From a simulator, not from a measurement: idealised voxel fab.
This section sets out a process module, namely voxel double patterning.
Xsec cut, 210 nm wide, square cell size 5 nm.
Think of the cross-section as a grid of square cells. We describe it in bands, top to bottom, and each band covers one or more rows of those cells. A band entry consists of two parts. The first gives the height of the band's top and the height of its bottom, in nm. The rest lists the band's materials from left to right, each with its width in nm. A single material labelled with the word "edge to edge" fills the band from edge to edge, and the word "empty" marks empty space. It should be noted that heights are counted from 0, beneath which the wafer as supplied is of one material throughout, and that the lowest band possesses no lower boundary but continues downward, as written in "0..down". The width entry "30..40" should be interpreted row by row: the top row of cells in the band takes the first number, the bottom row takes the second number, and the change between adjacent rows is uniform throughout. "no alterations made" for a step: no cell of the cross-section changed in that step. Entry "Closed empty spaces" = empty spaces >= 8 cells with no open way to the top; each as width x height at distance, distance from left edge, all nm. Step line, after settings: the simulator's comment on this step. The optional step-line setting "overlay nm" applies to steps with a mask and quantifies how far to the right of its planned location the mask lay, a negative value indicating leftward placement.
The steps planned for the process are as follows
step 1: RECEIVE, material Si
step 2: CONFORMAL_DEP, material SiO2, thk nm 5
step 3: DIRECTIONAL_DEP, material W, thk nm 20
step 4: DIRECTIONAL_DEP, material SiN, thk nm 10
step 5: DIRECTIONAL_DEP, material aC, thk nm 10
step 6: PATTERN, tone open, mask id FIRST, material resist, width nm 15, pitch nm 50, thk nm 30, overlay nm 0
step 7: DIRECTIONAL_ETCH, etch materials aC, depth nm 10
step 8: STRIP, etch materials resist
step 9: DIRECTIONAL_ETCH, etch materials SiN, depth nm 10
step 10: STRIP, etch materials aC
step 11: DIRECTIONAL_DEP, material aC, thk nm 15
step 12: PATTERN, tone open, mask id SECOND, material resist, width nm 15, thk nm 35, overlay nm -15
step 13: DIRECTIONAL_ETCH, etch materials aC, depth nm 15
step 14: STRIP, etch materials resist
step 15: DIRECTIONAL_ETCH, etch materials SiN, depth nm 10
step 16: STRIP, etch materials aC
step 17: DIRECTIONAL_ETCH, etch materials W, depth nm 20
step 18: STRIP, etch materials SiN
The overlay nm used in step 12 is not the same on every wafer, whereas the starting condition is; the value printed in the plan is the first wafer's.
As-received cross-section, first of several wafers, post step 1
	0..down: Si edge to edge
	Closed empty spaces: none
End of the module, past its last step, step 18: how the first of several wafers looks in cross-section
	25..5: 70 nm W; 25 nm empty; 25 nm W; 15 nm empty; 75 nm W
	5..0: SiO2 edge to edge
	0..down: Si edge to edge
	Closed empty spaces: none
Final wafer cross-section at module end
	25..5: 70 nm W; 15 nm empty; 25 nm W; 25 nm empty; 75 nm W
	5..0: SiO2 edge to edge
	0..down: Si edge to edge
	Closed empty spaces: none
Basically each wafer gets a line in the table, showing it at the end of the module: material by material, the cells it gained (+) or lost (-) since we got it, then its closed voids
overlay nm -15, +42 SiO2, +136 W, Closed empty spaces: none
overlay nm -10, +42 SiO2, +132 W, Closed empty spaces: none
overlay nm -5, +42 SiO2, +132 W, Closed empty spaces: none
overlay nm 0, +42 SiO2, +132 W, Closed empty spaces: none
overlay nm 5, +42 SiO2, +132 W, Closed empty spaces: none
overlay nm 10, +42 SiO2, +132 W, Closed empty spaces: none
overlay nm 15, +42 SiO2, +136 W, Closed empty spaces: none
